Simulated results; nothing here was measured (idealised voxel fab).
voxel capacitor over wiring: a process module
It is cross-section cut that appears here, measuring 295 nm in width, its square cells being 5 nm in size.
Think of the cross-section as a grid of square cells. We describe it in bands, top to bottom, and each band covers one or more rows of those cells.
This entry defines a band. It first specifies the height of the band's top and the height of its bottom in nm, and then specifies the band's materials from left to right, stating each material with its width in nm. The word "edge to edge" identifies a single material that fills the band from edge to edge, while the word "air" identifies empty space.
For the purposes of this specification, 0 denotes the height below which the wafer in its as-received condition is composed wholly of one material, and the lowermost band, lacking a lower limit, extends downward without end, as expressed in "0..down".
Width spec "30..40" -> top row of cells at first value, bottom row at second value, equal per-row change in between.
"remained unchanged" for a step: no cell of the cross-section changed in that step.
"Enclosed internal cavities": empty spaces of 8 cells or more with no open way to the top, each given as width x height at distance, distance from the left edge, all in nm.
Past the settings on a step's line: simulator remark, on that step.
overlay nm: mask offset rightward from planned place, masked step; negative means leftward offset.

### Planned step list for the process
1 op RECEIVE | material Si
2 op CONFORMAL_DEP | material SiO2 | thk nm 10
3 op DIRECTIONAL_DEP | material TiN | thk nm 5
4 op DIRECTIONAL_DEP | material W | thk nm 20
5 op MASKED_ETCH | tone cover | mask id METAL_1 | width nm 30 | pitch nm 100 | etch materials W | depth nm 20 | overlay nm 0
6 op MASKED_ETCH | tone cover | mask id METAL_1 | width nm 30 | pitch nm 100 | etch materials TiN | depth nm 5 | overlay nm 0
7 op FILL_DEP | material SiO2 | thk nm 5
8 op CMP | height nm 35
9 op CONFORMAL_DEP | material SiCN | thk nm 5
10 op DIRECTIONAL_DEP | material lowk | thk nm 20
11 op MASKED_ETCH | tone open | mask id PLUG_1 | width nm 15 | etch materials lowk | depth nm 20 | overlay nm 0
12 op MASKED_ETCH | tone open | mask id PLUG_1 | width nm 15 | etch materials SiCN | depth nm 5 | overlay nm 0
13 op EPI | material Ru | thk nm 10
14 op EPI | material Ru | thk nm 10
15 op EPI | material Ru | thk nm 5
16 op DIRECTIONAL_DEP | material TiN | thk nm 5
17 op DIRECTIONAL_DEP | material Al2O3 | thk nm 5
18 op DIRECTIONAL_DEP | material TiN | thk nm 5
19 op DIRECTIONAL_DEP | material aC | thk nm 15
20 op PATTERN | tone cover | mask id UPPER_PLATE | material resist | width nm 75 | thk nm 30 | overlay nm 0
21 op DIRECTIONAL_ETCH | etch materials aC | depth nm 15
22 op STRIP | etch materials resist
23 op DIRECTIONAL_ETCH | etch materials TiN | depth nm 5
24 op DIRECTIONAL_ETCH | etch materials Al2O3 | depth nm 5
25 op STRIP | etch materials aC
26 op DIRECTIONAL_DEP | material aC | thk nm 10
27 op PATTERN | tone cover | mask id LOWER_PLATE | material resist | width nm 85 | thk nm 30 | overlay nm 0
28 op DIRECTIONAL_ETCH | etch materials aC | depth nm 10
29 op STRIP | etch materials resist
30 op DIRECTIONAL_ETCH | etch materials TiN | depth nm 5
31 op STRIP | etch materials aC
32 op FILL_DEP | material SiO2 | thk nm 20
33 op CMP | height nm 90
34 op PATTERN | tone open | mask id PLUG_2 | material resist | width nm 15 | thk nm 15 | overlay nm 0
35 op DIRECTIONAL_ETCH | etch materials SiO2 | depth nm 15
36 op STRIP | etch materials resist
37 op CONFORMAL_DEP | material TiN | thk nm 5
38 op FILL_DEP | material Ru | thk nm 10
39 op CMP | height nm 90
40 op CONFORMAL_DEP | material SiCN | thk nm 5

### Shown in cross-section is the wafer as received, that is, as it stands after step 1
0..down | Si edge to edge
Enclosed internal cavities: none

### The plan above was carried out on the starting structure above with one mistake, and this cross-section shows the wafer at the end of the module
95..90 | SiCN edge to edge
90..80 | 105 SiO2, 5 TiN, 5 Ru, 5 TiN, 175 SiO2
80..70 | 105..95 SiO2, 15..75 TiN, 175..125 SiO2
70..65 | 95 SiO2, 75 Al2O3, 125 SiO2
65..60 | 90 SiO2, 85 TiN, 120 SiO2
60..40 | 95 lowk, 15 Ru, 185 lowk
40..35 | 95 SiCN, 15 Ru, 185 SiCN
35..15 | 90 SiO2, 30 W, 70 SiO2, 30 W, 75 SiO2
15..10 | 80 SiO2, 40 TiN, 60 SiO2, 40 TiN, 75 SiO2
10..0 | SiO2 edge to edge
0..down | Si edge to edge
Enclosed internal cavities: none
Want to know what went wrong? for step 5, the planned setting was not used; the step was instead run as op MASKED_ETCH | tone cover | mask id METAL_1 | width nm 30 | pitch nm 100 | etch materials W | depth nm 20 | overlay nm 10
